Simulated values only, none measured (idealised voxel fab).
Process module under the name voxel self aligned vias
Square cells of 5 nm make up the cross-section cut, whose width is 230 nm.
Bands, listed from the top down, are how a cross-section gets written in this document; the cross-section itself is a grid of square cells, and a band is one or more rows of them. Each band's line starts with the height of the band's top and of its bottom, in nm. Then come its materials from left to right, each with its width in nm. One material with "everywhere" fills the band from edge to edge. "air" is empty space. Basically, 0 is our baseline, since under it the wafer straight out of the box is all one material. The bottom band has no lower end and keeps on going down, so it looks like "0 down". A two-number width, for instance "30 to 40", indicates that the width is equal to the first number in the top row of the band and to the second number in the bottom row, and that it changes by a constant amount per row of cells. You'll sometimes find "no change occurred" written for a step, and that's the way of saying that nowhere in the cross-section did a cell change during that step. Empty spaces counting at least 8 cells and having no open way to the top are listed in "Closed void register". The notation width x height at distance is used for each, the distance being from the left edge and all three values in nm. On a step's line, text after the settings is the simulator commenting on that step. On any step carrying a mask, the "overlay nm" setting, if present on the step's line, tells how far right of its planned place the mask lay; negative values point to the left.
[Planned step list for the process]
- 1: RECEIVE | material Si
- 2: CONFORMAL_DEP | material SiO2 | thk nm 10
- 3: CONFORMAL_DEP | material SiCN | thk nm 5
- 4: DIRECTIONAL_DEP | material SiO2 | thk nm 30
- 5: DIRECTIONAL_DEP | material aC | thk nm 10
- 6: PATTERN | tone open | mask id LINES | material resist | width nm 20 | pitch nm 55 | thk nm 30 | overlay nm 0
- 7: DIRECTIONAL_ETCH | etch materials aC | depth nm 10
- 8: STRIP | etch materials resist
- 9: DIRECTIONAL_ETCH | etch materials SiO2 | depth nm 30
- 10: STRIP | etch materials aC
- 11: CONFORMAL_DEP | material TiN | thk nm 5
- 12: FILL_DEP | material Ru | thk nm 5
- 13: CMP | height nm 45
- 14: SELECTIVE_ETCH | etch materials W Ru TiN | depth nm 10
- 15: FILL_DEP | material SiN | thk nm 10
- 16: CMP | height nm 45
- 17: DIRECTIONAL_DEP | material SiO2 | thk nm 20
- 18: PATTERN | tone open | mask id VIAS | material resist | width nm 40 | pitch nm 110 | thk nm 20 | overlay nm 0
- 19: DIRECTIONAL_ETCH | etch materials SiO2 | depth nm 20
- 20: DIRECTIONAL_ETCH | etch materials SiN | depth nm 10
- 21: STRIP | etch materials resist
- 22: CONFORMAL_DEP | material TiN | thk nm 5
- 23: FILL_DEP | material Cu | thk nm 10
- 24: CMP | height nm 65
- 25: CONFORMAL_DEP | material SiN | thk nm 5
[On the first of the two wafers: run conducted according to plan]
[Cross-sectional view of the wafer in its as-received condition, corresponding to the state after step 1]
> 0 down = Si everywhere
> Closed void register: none
[After step 2, in cross-section]
> 10 to 0 = SiO2 everywhere
> Whatever lies below 0 is exactly as it was before.
[After step 3, in cross-section]
> 15 to 10 = SiCN everywhere
> Whatever lies below 10 is exactly as it was before.
[After step 4, in cross-section]
> 45 to 15 = SiO2 everywhere
> Whatever lies below 15 is exactly as it was before.
[After step 5, in cross-section]
> 55 to 45 = aC everywhere
> Whatever lies below 45 is exactly as it was before.
[After step 6, in cross-section]
> 85 to 55 = resist 50 nm / air 20 nm / resist 35 nm / air 20 nm / resist 35 nm / air 20 nm / resist 50 nm
> Whatever lies below 55 is exactly as it was before.
[After step 7, in cross-section]
> 75 to 55 = resist 50 nm / air 20 nm / resist 35 nm / air 20 nm / resist 35 nm / air 20 nm / resist 50 nm
> 55 to 45 = aC 50 nm / air 20 nm / aC 35 nm / air 20 nm / aC 35 nm / air 20 nm / aC 50 nm
> Whatever lies below 45 is exactly as it was before.
[After step 8, in cross-section]
> 55 to 45 = aC 50 nm / air 20 nm / aC 35 nm / air 20 nm / aC 35 nm / air 20 nm / aC 50 nm
> Whatever lies below 45 is exactly as it was before.
[After step 9, in cross-section]
> 55 to 45 = aC 50 nm / air 20 nm / aC 35 nm / air 20 nm / aC 35 nm / air 20 nm / aC 50 nm
> 45 to 15 = SiO2 50 nm / air 20 nm / SiO2 35 nm / air 20 nm / SiO2 35 nm / air 20 nm / SiO2 50 nm
> Whatever lies below 15 is exactly as it was before.
[After step 10, in cross-section]
> 45 to 15 = SiO2 50 nm / air 20 nm / SiO2 35 nm / air 20 nm / SiO2 35 nm / air 20 nm / SiO2 50 nm
> Whatever lies below 15 is exactly as it was before.
[After step 11, in cross-section]
> 50 to 45 = TiN 55 nm / air 10 nm / TiN 45 nm / air 10 nm / TiN 45 nm / air 10 nm / TiN 55 nm
> 45 to 20 = SiO2 50 nm / TiN 5 nm / air 10 nm / TiN 5 nm / SiO2 35 nm / TiN 5 nm / air 10 nm / TiN 5 nm / SiO2 35 nm / TiN 5 nm / air 10 nm / TiN 5 nm / SiO2 50 nm
> 20 to 15 = SiO2 50 nm / TiN 20 nm / SiO2 35 nm / TiN 20 nm / SiO2 35 nm / TiN 20 nm / SiO2 50 nm
> Whatever lies below 15 is exactly as it was before.
[After step 12, in cross-section]
> 55 to 50 = Ru everywhere
> 50 to 45 = TiN 55 nm / Ru 10 nm / TiN 45 nm / Ru 10 nm / TiN 45 nm / Ru 10 nm / TiN 55 nm
> 45 to 20 = SiO2 50 nm / TiN 5 nm / Ru 10 nm / TiN 5 nm / SiO2 35 nm / TiN 5 nm / Ru 10 nm / TiN 5 nm / SiO2 35 nm / TiN 5 nm / Ru 10 nm / TiN 5 nm / SiO2 50 nm
> Whatever lies below 20 is exactly as it was before.
[After step 13, in cross-section]
> 45 to 20 = SiO2 50 nm / TiN 5 nm / Ru 10 nm / TiN 5 nm / SiO2 35 nm / TiN 5 nm / Ru 10 nm / TiN 5 nm / SiO2 35 nm / TiN 5 nm / Ru 10 nm / TiN 5 nm / SiO2 50 nm
> Whatever lies below 20 is exactly as it was before.
[After step 14, in cross-section]
> 45 to 35 = SiO2 50 nm / air 20 nm / SiO2 35 nm / air 20 nm / SiO2 35 nm / air 20 nm / SiO2 50 nm
> Whatever lies below 35 is exactly as it was before.
[After step 15, in cross-section]
> 55 to 45 = SiN everywhere
> 45 to 35 = SiO2 50 nm / SiN 20 nm / SiO2 35 nm / SiN 20 nm / SiO2 35 nm / SiN 20 nm / SiO2 50 nm
> Whatever lies below 35 is exactly as it was before.
[After step 16, in cross-section]
> 45 to 35 = SiO2 50 nm / SiN 20 nm / SiO2 35 nm / SiN 20 nm / SiO2 35 nm / SiN 20 nm / SiO2 50 nm
> Whatever lies below 35 is exactly as it was before.
[After step 17, in cross-section]
> 65 to 45 = SiO2 everywhere
> Whatever lies below 45 is exactly as it was before.
[After step 18, in cross-section]
> 85 to 65 = resist 40 nm / air 40 nm / resist 70 nm / air 40 nm / resist 40 nm
> Whatever lies below 65 is exactly as it was before.
[After step 19, in cross-section]
> 85 to 65 = resist 40 nm / air 40 nm / resist 70 nm / air 40 nm / resist 40 nm
> 65 to 45 = SiO2 40 nm / air 40 nm / SiO2 70 nm / air 40 nm / SiO2 40 nm
> Whatever lies below 45 is exactly as it was before.
[After step 20, in cross-section]
> 85 to 65 = resist 40 nm / air 40 nm / resist 70 nm / air 40 nm / resist 40 nm
> 65 to 45 = SiO2 40 nm / air 40 nm / SiO2 70 nm / air 40 nm / SiO2 40 nm
> 45 to 35 = SiO2 50 nm / air 20 nm / SiO2 35 nm / SiN 20 nm / SiO2 35 nm / air 20 nm / SiO2 50 nm
> Whatever lies below 35 is exactly as it was before.
[After step 21, in cross-section]
> 65 to 45 = SiO2 40 nm / air 40 nm / SiO2 70 nm / air 40 nm / SiO2 40 nm
> Whatever lies below 45 is exactly as it was before.
[After step 22, in cross-section]
> 70 to 65 = TiN 45 nm / air 30 nm / TiN 80 nm / air 30 nm / TiN 45 nm
> 65 to 50 = SiO2 40 nm / TiN 5 nm / air 30 nm / TiN 5 nm / SiO2 70 nm / TiN 5 nm / air 30 nm / TiN 5 nm / SiO2 40 nm
> 50 to 45 = SiO2 40 nm / TiN 15 nm / air 10 nm / TiN 15 nm / SiO2 70 nm / TiN 15 nm / air 10 nm / TiN 15 nm / SiO2 40 nm
> 45 to 40 = SiO2 50 nm / TiN 5 nm / air 10 nm / TiN 5 nm / SiO2 35 nm / SiN 20 nm / SiO2 35 nm / TiN 5 nm / air 10 nm / TiN 5 nm / SiO2 50 nm
> 40 to 35 = SiO2 50 nm / TiN 20 nm / SiO2 35 nm / SiN 20 nm / SiO2 35 nm / TiN 20 nm / SiO2 50 nm
> Whatever lies below 35 is exactly as it was before.
[After step 23, in cross-section]
> 80 to 70 = Cu everywhere
> 70 to 65 = TiN 45 nm / Cu 30 nm / TiN 80 nm / Cu 30 nm / TiN 45 nm
> 65 to 50 = SiO2 40 nm / TiN 5 nm / Cu 30 nm / TiN 5 nm / SiO2 70 nm / TiN 5 nm / Cu 30 nm / TiN 5 nm / SiO2 40 nm
> 50 to 45 = SiO2 40 nm / TiN 15 nm / Cu 10 nm / TiN 15 nm / SiO2 70 nm / TiN 15 nm / Cu 10 nm / TiN 15 nm / SiO2 40 nm
> 45 to 40 = SiO2 50 nm / TiN 5 nm / Cu 10 nm / TiN 5 nm / SiO2 35 nm / SiN 20 nm / SiO2 35 nm / TiN 5 nm / Cu 10 nm / TiN 5 nm / SiO2 50 nm
> Whatever lies below 40 is exactly as it was before.
[After step 24, in cross-section]
> 65 to 50 = SiO2 40 nm / TiN 5 nm / Cu 30 nm / TiN 5 nm / SiO2 70 nm / TiN 5 nm / Cu 30 nm / TiN 5 nm / SiO2 40 nm
> Whatever lies below 50 is exactly as it was before.
[After step 25, in cross-section]
> 70 to 65 = SiN everywhere
> Whatever lies below 65 is exactly as it was before.
[Companion wafer, the second of two: same beginning, same intended sequence, one mistake in carrying it out; through step 17 inclusive it tracks the first exactly]
[Second wafer shown in cross-section at the time step 18 was slated to end]
> 85 to 65 = resist 30 nm / air 40 nm / resist 70 nm / air 40 nm / resist 50 nm
> Whatever lies below 65 is exactly as it was before.
[Second wafer shown in cross-section at the time step 19 was slated to end]
> 85 to 65 = resist 30 nm / air 40 nm / resist 70 nm / air 40 nm / resist 50 nm
> 65 to 45 = SiO2 30 nm / air 40 nm / SiO2 70 nm / air 40 nm / SiO2 50 nm
> Whatever lies below 45 is exactly as it was before.
[Second wafer shown in cross-section at the time step 20 was slated to end]
> 85 to 65 = resist 30 nm / air 40 nm / resist 70 nm / air 40 nm / resist 50 nm
> 65 to 45 = SiO2 30 nm / air 40 nm / SiO2 70 nm / air 40 nm / SiO2 50 nm
> 45 to 35 = SiO2 50 nm / air 20 nm / SiO2 35 nm / SiN 20 nm / SiO2 35 nm / air 20 nm / SiO2 50 nm
> Whatever lies below 35 is exactly as it was before.
[Second wafer shown in cross-section at the time step 21 was slated to end]
> 65 to 45 = SiO2 30 nm / air 40 nm / SiO2 70 nm / air 40 nm / SiO2 50 nm
> Whatever lies below 45 is exactly as it was before.
[Second wafer shown in cross-section at the time step 22 was slated to end]
> 70 to 65 = TiN 35 nm / air 30 nm / TiN 80 nm / air 30 nm / TiN 55 nm
> 65 to 50 = SiO2 30 nm / TiN 5 nm / air 30 nm / TiN 5 nm / SiO2 70 nm / TiN 5 nm / air 30 nm / TiN 5 nm / SiO2 50 nm
> 50 to 45 = SiO2 30 nm / TiN 25 nm / air 10 nm / TiN 5 nm / SiO2 70 nm / TiN 25 nm / air 10 nm / TiN 5 nm / SiO2 50 nm
> 45 to 40 = SiO2 50 nm / TiN 5 nm / air 10 nm / TiN 5 nm / SiO2 35 nm / SiN 20 nm / SiO2 35 nm / TiN 5 nm / air 10 nm / TiN 5 nm / SiO2 50 nm
> 40 to 35 = SiO2 50 nm / TiN 20 nm / SiO2 35 nm / SiN 20 nm / SiO2 35 nm / TiN 20 nm / SiO2 50 nm
> Whatever lies below 35 is exactly as it was before.
[Second wafer shown in cross-section at the time step 23 was slated to end]
> 80 to 70 = Cu everywhere
> 70 to 65 = TiN 35 nm / Cu 30 nm / TiN 80 nm / Cu 30 nm / TiN 55 nm
> 65 to 50 = SiO2 30 nm / TiN 5 nm / Cu 30 nm / TiN 5 nm / SiO2 70 nm / TiN 5 nm / Cu 30 nm / TiN 5 nm / SiO2 50 nm
> 50 to 45 = SiO2 30 nm / TiN 25 nm / Cu 10 nm / TiN 5 nm / SiO2 70 nm / TiN 25 nm / Cu 10 nm / TiN 5 nm / SiO2 50 nm
> 45 to 40 = SiO2 50 nm / TiN 5 nm / Cu 10 nm / TiN 5 nm / SiO2 35 nm / SiN 20 nm / SiO2 35 nm / TiN 5 nm / Cu 10 nm / TiN 5 nm / SiO2 50 nm
> Whatever lies below 40 is exactly as it was before.
[Second wafer shown in cross-section at the time step 24 was slated to end]
> 65 to 50 = SiO2 30 nm / TiN 5 nm / Cu 30 nm / TiN 5 nm / SiO2 70 nm / TiN 5 nm / Cu 30 nm / TiN 5 nm / SiO2 50 nm
> Whatever lies below 50 is exactly as it was before.
[Second wafer shown in cross-section at the time step 25 was slated to end]
> 70 to 65 = SiN everywhere
> Whatever lies below 65 is exactly as it was before.
Processing error: step 18 was processed under conditions differing from the plan, specifically as PATTERN | tone open | mask id VIAS | material resist | width nm 40 | pitch nm 110 | thk nm 20 | overlay nm -10
Upon completion, the cell count for each material on the second wafer equals that on the first, whereas the spatial distribution of those cells differs.
